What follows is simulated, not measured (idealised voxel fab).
Proc. module: voxel self aligned contacts
For reference, the cross-section in this document is cut, with width 285 nm and square cells of 5 nm.
Format of a cross-section: grid, square cells. Given as bands. Order: top down. Band: one or more rows of cells. Basically the band line says how high the top is and how high the bottom is, in nm, and then what's in it from left to right, every material with its width in nm. Empty space shows up as "air", and if a single material carries "everywhere" it runs the full band edge to edge. Basically, 0 is our baseline, since under it the wafer straight out of the box is all one material. The bottom band has no lower end and keeps on going down, so it looks like "0 and below". A width given as "30->40" starts at the first number in the band's top row and ends at the second number in its bottom row, shifting by an equal amount at every step from row to row. "stayed the same" -> step changed no cross-section cell. The label "Closed cavity list" introduces a list of the empty spaces, 8 cells or larger, that have no open way up to the top; each entry in it reads width x height at distance, where the distance is taken from the left edge and all three are stated in nm. Text after the settings on a step's line: the simulator's own remark on that step. overlay nm, on a step with a mask: how far to the right of its planned place the mask lay; to the left if negative.
Process steps foreseen in the plan
1. RECEIVE (material Si)
2. OXIDIZE (depth nm 5)
3. DIRECTIONAL_DEP (material polySi; thk nm 20)
4. DIRECTIONAL_DEP (material SiN; thk nm 20)
5. PATTERN (tone cover; mask id GATE; material resist; width nm 30; pitch nm 65; thk nm 20; overlay nm 0)
6. DIRECTIONAL_ETCH (etch materials SiN; depth nm 20)
7. DIRECTIONAL_ETCH (etch materials polySi; depth nm 20)
8. STRIP (etch materials resist)
9. CONFORMAL_DEP (material SiN; thk nm 10)
10. DIRECTIONAL_ETCH (etch materials SiN; depth nm 10)
11. FILL_DEP (material SiO2; thk nm 15)
12. CMP (height nm 50)
13. MASKED_ETCH (tone open; mask id CONTACT; width nm 45; etch materials SiO2; depth nm 55; overlay nm 0)
14. CONFORMAL_DEP (material TiN; thk nm 5)
15. FILL_DEP (material W; thk nm 10)
16. CMP (height nm 50)
17. CONFORMAL_DEP (material SiN; thk nm 5)
Wafer as received: cross-section following step 1
> 0 and below  Si everywhere
> Closed cavity list: none
Final cross-section, module run with one mistake (start and plan as above)
> 55 down to 50  SiN everywhere
> 50 down to 40  120 nm SiO2; 5->20 nm TiN; 35->5 nm W; 5->20 nm TiN; 120 nm SiO2
> 40 down to 20  85 nm SiO2; 50 nm SiN; 5 nm TiN; 5 nm W; 5 nm TiN; 50 nm SiN; 85 nm SiO2
> 20 down to 15  85 nm SiO2; 10 nm SiN; 30 nm polySi; 10 nm SiN; 5 nm TiN; 5 nm W; 5 nm TiN; 10 nm SiN; 30 nm polySi; 10 nm SiN; 85 nm SiO2
> 15 down to 10  85 nm SiO2; 10 nm SiN; 30 nm polySi; 10 nm SiN; 15 nm TiN; 10 nm SiN; 30 nm polySi; 10 nm SiN; 85 nm SiO2
> 10 down to 0  95 nm SiN; 30 nm polySi; 35 nm SiN; 30 nm polySi; 95 nm SiN
> 0 down to -5  SiO2 everywhere
> -5 and below  Si everywhere
> Closed cavity list: none
What went wrong in running the wafer? contrary to the plan, steps 9 and 10 were processed in exchanged order
